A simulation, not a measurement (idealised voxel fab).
This is a process module. Its name is voxel gate over fins.
Cross-section cut spans 185 nm and uses square cells 5 nm in size.
A cross-section in this document is a grid of square cells, and it is written down as bands, the top band listed before the ones below it; a band is made up of one or more rows of cells.
Top, bottom (nm), then materials left to right with widths (nm); lone material tagged "edge to edge" fills the whole band edge to edge; "empty" = empty space.
All heights in this document are referenced to 0, defined as the level beneath which the wafer, as received, consists entirely of one material. The lowest band is not bounded below; it extends indefinitely downward and is written in the form "top 0, no bottom".
The expression "30->40" gives the width at the extremes of the band, the first number at its top row of cells and the second at its bottom row, with the width changing by equal amounts from each row to the next in between.
When a step is marked "identical to before", none of the cells in the cross-section changed during that step.
In "Enclosed void listing" the enclosed voids are listed, meaning empty spaces of 8 cells or larger without any opening to the top. The form is width x height at distance, distance from the left edge, units nm.
Anything after a step's settings on that line? It's the simulator's own note about the step.
overlay nm: right-of-plan distance of the mask on a masked step; negative values mean left-of-plan.

-- The planned process steps are enumerated hereunder
1: RECEIVE, material Si
2: CONFORMAL_DEP, material SiN, thk nm 10
3: PATTERN, tone cover, mask id FINS, material resist, width nm 15, pitch nm 40, thk nm 20, overlay nm 0
4: DIRECTIONAL_ETCH, etch materials SiN, depth nm 10
5: DIRECTIONAL_ETCH, etch materials Si, depth nm 35
6: STRIP, etch materials resist
7: FILL_DEP, material SiO2, thk nm 5
8: CMP, height nm 10
9: SELECTIVE_ETCH, etch materials SiO2, depth nm 25
10: STRIP, etch materials SiN
11: CONFORMAL_DEP, material HfO2, thk nm 5
12: CONFORMAL_DEP, material TiN, thk nm 5
13: CONFORMAL_DEP, material TiAl, thk nm 5
14: CONFORMAL_DEP, material TiN, thk nm 5
15: FILL_DEP, material W, thk nm 15
16: CMP, height nm 30
17: CONFORMAL_DEP, material SiCN, thk nm 5

-- First of two wafers - as planned

-- Received-state cross-section, reflecting completion of step 1
    top 0, no bottom | Si edge to edge
    Enclosed void listing: none

-- How the wafer stands in section after step 2
    top 10, bottom 0 | SiN edge to edge
    Under the height 0 nothing was changed.

-- How the wafer stands in section after step 3
    top 30, bottom 10 | empty=45 | resist=15 | empty=25 | resist=15 | empty=25 | resist=15 | empty=45
    Under the height 10 nothing was changed.

-- How the wafer stands in section after step 4
    top 30, bottom 10 | empty=45 | resist=15 | empty=25 | resist=15 | empty=25 | resist=15 | empty=45
    top 10, bottom 0 | empty=45 | SiN=15 | empty=25 | SiN=15 | empty=25 | SiN=15 | empty=45
    Under the height 0 nothing was changed.

-- How the wafer stands in section after step 5
    top 30, bottom 10 | empty=45 | resist=15 | empty=25 | resist=15 | empty=25 | resist=15 | empty=45
    top 10, bottom 0 | empty=45 | SiN=15 | empty=25 | SiN=15 | empty=25 | SiN=15 | empty=45
    top 0, bottom -35 | empty=45 | Si=15 | empty=25 | Si=15 | empty=25 | Si=15 | empty=45
    Under the height -35 nothing was changed.

-- How the wafer stands in section after step 6
    top 10, bottom 0 | empty=45 | SiN=15 | empty=25 | SiN=15 | empty=25 | SiN=15 | empty=45
    Under the height 0 nothing was changed.

-- How the wafer stands in section after step 7
    top 15, bottom 10 | SiO2 edge to edge
    top 10, bottom 0 | SiO2=45 | SiN=15 | SiO2=25 | SiN=15 | SiO2=25 | SiN=15 | SiO2=45
    top 0, bottom -35 | SiO2=45 | Si=15 | SiO2=25 | Si=15 | SiO2=25 | Si=15 | SiO2=45
    Under the height -35 nothing was changed.

-- How the wafer stands in section after step 8
    top 10, bottom 0 | SiO2=45 | SiN=15 | SiO2=25 | SiN=15 | SiO2=25 | SiN=15 | SiO2=45
    Under the height 0 nothing was changed.

-- How the wafer stands in section after step 9
    top 10, bottom 0 | empty=45 | SiN=15 | empty=25 | SiN=15 | empty=25 | SiN=15 | empty=45
    top 0, bottom -15 | empty=45 | Si=15 | empty=25 | Si=15 | empty=25 | Si=15 | empty=45
    Under the height -15 nothing was changed.

-- How the wafer stands in section after step 10
    top 0, bottom -15 | empty=45 | Si=15 | empty=25 | Si=15 | empty=25 | Si=15 | empty=45
    Under the height -15 nothing was changed.

-- How the wafer stands in section after step 11
    top 5, bottom 0 | empty=40 | HfO2=25 | empty=15 | HfO2=25 | empty=15 | HfO2=25 | empty=40
    top 0, bottom -10 | empty=40 | HfO2=5 | Si=15 | HfO2=5 | empty=15 | HfO2=5 | Si=15 | HfO2=5 | empty=15 | HfO2=5 | Si=15 | HfO2=5 | empty=40
    top -10, bottom -15 | HfO2=45 | Si=15 | HfO2=25 | Si=15 | HfO2=25 | Si=15 | HfO2=45
    Under the height -15 nothing was changed.

-- How the wafer stands in section after step 12
    top 10, bottom 5 | empty=35 | TiN=35 | empty=5 | TiN=35 | empty=5 | TiN=35 | empty=35
    top 5, bottom 0 | empty=35 | TiN=5 | HfO2=25 | TiN=5 | empty=5 | TiN=5 | HfO2=25 | TiN=5 | empty=5 | TiN=5 | HfO2=25 | TiN=5 | empty=35
    top 0, bottom -5 | empty=35 | TiN=5 | HfO2=5 | Si=15 | HfO2=5 | TiN=5 | empty=5 | TiN=5 | HfO2=5 | Si=15 | HfO2=5 | TiN=5 | empty=5 | TiN=5 | HfO2=5 | Si=15 | HfO2=5 | TiN=5 | empty=35
    top -5, bottom -10 | TiN=40 | HfO2=5 | Si=15 | HfO2=5 | TiN=15 | HfO2=5 | Si=15 | HfO2=5 | TiN=15 | HfO2=5 | Si=15 | HfO2=5 | TiN=40
    Under the height -10 nothing was changed.

-- How the wafer stands in section after step 13
    top 15, bottom 10 | empty=30 | TiAl=125 | empty=30
    top 10, bottom 5 | empty=30 | TiAl=5 | TiN=35 | TiAl=5 | TiN=35 | TiAl=5 | TiN=35 | TiAl=5 | empty=30
    top 5, bottom 0 | empty=30 | TiAl=5 | TiN=5 | HfO2=25 | TiN=5 | TiAl=5 | TiN=5 | HfO2=25 | TiN=5 | TiAl=5 | TiN=5 | HfO2=25 | TiN=5 | TiAl=5 | empty=30
    top 0, bottom -5 | TiAl=35 | TiN=5 | HfO2=5 | Si=15 | HfO2=5 | TiN=5 | TiAl=5 | TiN=5 | HfO2=5 | Si=15 | HfO2=5 | TiN=5 | TiAl=5 | TiN=5 | HfO2=5 | Si=15 | HfO2=5 | TiN=5 | TiAl=35
    Under the height -5 nothing was changed.

-- How the wafer stands in section after step 14
    top 20, bottom 15 | empty=25 | TiN=135 | empty=25
    top 15, bottom 10 | empty=25 | TiN=5 | TiAl=125 | TiN=5 | empty=25
    top 10, bottom 5 | empty=25 | TiN=5 | TiAl=5 | TiN=35 | TiAl=5 | TiN=35 | TiAl=5 | TiN=35 | TiAl=5 | TiN=5 | empty=25
    top 5, bottom 0 | TiN=30 | TiAl=5 | TiN=5 | HfO2=25 | TiN=5 | TiAl=5 | TiN=5 | HfO2=25 | TiN=5 | TiAl=5 | TiN=5 | HfO2=25 | TiN=5 | TiAl=5 | TiN=30
    Under the height 0 nothing was changed.

-- How the wafer stands in section after step 15
    top 35, bottom 20 | W edge to edge
    top 20, bottom 15 | W=25 | TiN=135 | W=25
    top 15, bottom 10 | W=25 | TiN=5 | TiAl=125 | TiN=5 | W=25
    top 10, bottom 5 | W=25 | TiN=5 | TiAl=5 | TiN=35 | TiAl=5 | TiN=35 | TiAl=5 | TiN=35 | TiAl=5 | TiN=5 | W=25
    Under the height 5 nothing was changed.

-- How the wafer stands in section after step 16
    top 30, bottom 20 | W edge to edge
    Under the height 20 nothing was changed.

-- How the wafer stands in section after step 17
    top 35, bottom 30 | SiCN edge to edge
    Under the height 30 nothing was changed.

-- Wafer two: like wafer one in start and plan, but with one mistake in execution; identical up to and including step 2

-- X-section, second wafer, when step 3 was due to finish
    top 30, bottom 10 | empty=35 | resist=15 | empty=25 | resist=15 | empty=25 | resist=15 | empty=55
    Under the height 10 nothing was changed.

-- X-section, second wafer, when step 4 was due to finish
    top 30, bottom 10 | empty=35 | resist=15 | empty=25 | resist=15 | empty=25 | resist=15 | empty=55
    top 10, bottom 0 | empty=35 | SiN=15 | empty=25 | SiN=15 | empty=25 | SiN=15 | empty=55
    Under the height 0 nothing was changed.

-- X-section, second wafer, when step 5 was due to finish
    top 30, bottom 10 | empty=35 | resist=15 | empty=25 | resist=15 | empty=25 | resist=15 | empty=55
    top 10, bottom 0 | empty=35 | SiN=15 | empty=25 | SiN=15 | empty=25 | SiN=15 | empty=55
    top 0, bottom -35 | empty=35 | Si=15 | empty=25 | Si=15 | empty=25 | Si=15 | empty=55
    Under the height -35 nothing was changed.

-- X-section, second wafer, when step 6 was due to finish
    top 10, bottom 0 | empty=35 | SiN=15 | empty=25 | SiN=15 | empty=25 | SiN=15 | empty=55
    Under the height 0 nothing was changed.

-- X-section, second wafer, when step 7 was due to finish
    top 15, bottom 10 | SiO2 edge to edge
    top 10, bottom 0 | SiO2=35 | SiN=15 | SiO2=25 | SiN=15 | SiO2=25 | SiN=15 | SiO2=55
    top 0, bottom -35 | SiO2=35 | Si=15 | SiO2=25 | Si=15 | SiO2=25 | Si=15 | SiO2=55
    Under the height -35 nothing was changed.

-- X-section, second wafer, when step 8 was due to finish
    top 10, bottom 0 | SiO2=35 | SiN=15 | SiO2=25 | SiN=15 | SiO2=25 | SiN=15 | SiO2=55
    Under the height 0 nothing was changed.

-- X-section, second wafer, when step 9 was due to finish
    top 10, bottom 0 | empty=35 | SiN=15 | empty=25 | SiN=15 | empty=25 | SiN=15 | empty=55
    top 0, bottom -15 | empty=35 | Si=15 | empty=25 | Si=15 | empty=25 | Si=15 | empty=55
    Under the height -15 nothing was changed.

-- X-section, second wafer, when step 10 was due to finish
    top 0, bottom -15 | empty=35 | Si=15 | empty=25 | Si=15 | empty=25 | Si=15 | empty=55
    Under the height -15 nothing was changed.

-- X-section, second wafer, when step 11 was due to finish
    top 5, bottom 0 | empty=30 | HfO2=25 | empty=15 | HfO2=25 | empty=15 | HfO2=25 | empty=50
    top 0, bottom -10 | empty=30 | HfO2=5 | Si=15 | HfO2=5 | empty=15 | HfO2=5 | Si=15 | HfO2=5 | empty=15 | HfO2=5 | Si=15 | HfO2=5 | empty=50
    top -10, bottom -15 | HfO2=35 | Si=15 | HfO2=25 | Si=15 | HfO2=25 | Si=15 | HfO2=55
    Under the height -15 nothing was changed.

-- X-section, second wafer, when step 12 was due to finish
    top 10, bottom 5 | empty=25 | TiN=35 | empty=5 | TiN=35 | empty=5 | TiN=35 | empty=45
    top 5, bottom 0 | empty=25 | TiN=5 | HfO2=25 | TiN=5 | empty=5 | TiN=5 | HfO2=25 | TiN=5 | empty=5 | TiN=5 | HfO2=25 | TiN=5 | empty=45
    top 0, bottom -5 | empty=25 | TiN=5 | HfO2=5 | Si=15 | HfO2=5 | TiN=5 | empty=5 | TiN=5 | HfO2=5 | Si=15 | HfO2=5 | TiN=5 | empty=5 | TiN=5 | HfO2=5 | Si=15 | HfO2=5 | TiN=5 | empty=45
    top -5, bottom -10 | TiN=30 | HfO2=5 | Si=15 | HfO2=5 | TiN=15 | HfO2=5 | Si=15 | HfO2=5 | TiN=15 | HfO2=5 | Si=15 | HfO2=5 | TiN=50
    Under the height -10 nothing was changed.

-- X-section, second wafer, when step 13 was due to finish
    top 15, bottom 10 | empty=20 | TiAl=125 | empty=40
    top 10, bottom 5 | empty=20 | TiAl=5 | TiN=35 | TiAl=5 | TiN=35 | TiAl=5 | TiN=35 | TiAl=5 | empty=40
    top 5, bottom 0 | empty=20 | TiAl=5 | TiN=5 | HfO2=25 | TiN=5 | TiAl=5 | TiN=5 | HfO2=25 | TiN=5 | TiAl=5 | TiN=5 | HfO2=25 | TiN=5 | TiAl=5 | empty=40
    top 0, bottom -5 | TiAl=25 | TiN=5 | HfO2=5 | Si=15 | HfO2=5 | TiN=5 | TiAl=5 | TiN=5 | HfO2=5 | Si=15 | HfO2=5 | TiN=5 | TiAl=5 | TiN=5 | HfO2=5 | Si=15 | HfO2=5 | TiN=5 | TiAl=45
    Under the height -5 nothing was changed.

-- X-section, second wafer, when step 14 was due to finish
    top 20, bottom 15 | empty=15 | TiN=135 | empty=35
    top 15, bottom 10 | empty=15 | TiN=5 | TiAl=125 | TiN=5 | empty=35
    top 10, bottom 5 | empty=15 | TiN=5 | TiAl=5 | TiN=35 | TiAl=5 | TiN=35 | TiAl=5 | TiN=35 | TiAl=5 | TiN=5 | empty=35
    top 5, bottom 0 | TiN=20 | TiAl=5 | TiN=5 | HfO2=25 | TiN=5 | TiAl=5 | TiN=5 | HfO2=25 | TiN=5 | TiAl=5 | TiN=5 | HfO2=25 | TiN=5 | TiAl=5 | TiN=40
    Under the height 0 nothing was changed.

-- X-section, second wafer, when step 15 was due to finish
    top 35, bottom 20 | W edge to edge
    top 20, bottom 15 | W=15 | TiN=135 | W=35
    top 15, bottom 10 | W=15 | TiN=5 | TiAl=125 | TiN=5 | W=35
    top 10, bottom 5 | W=15 | TiN=5 | TiAl=5 | TiN=35 | TiAl=5 | TiN=35 | TiAl=5 | TiN=35 | TiAl=5 | TiN=5 | W=35
    Under the height 5 nothing was changed.

-- X-section, second wafer, when step 16 was due to finish
    top 30, bottom 20 | W edge to edge
    Under the height 20 nothing was changed.

-- X-section, second wafer, when step 17 was due to finish
    top 35, bottom 30 | SiCN edge to edge
    Under the height 30 nothing was changed.
Deviation from plan: planned and actual differ for step 3; actual: PATTERN, tone cover, mask id FINS, material resist, width nm 15, pitch nm 40, thk nm 20, overlay nm -10
By the end, you'd get the same cell count for each material on either wafer, but the second wafer puts them somewhere else.
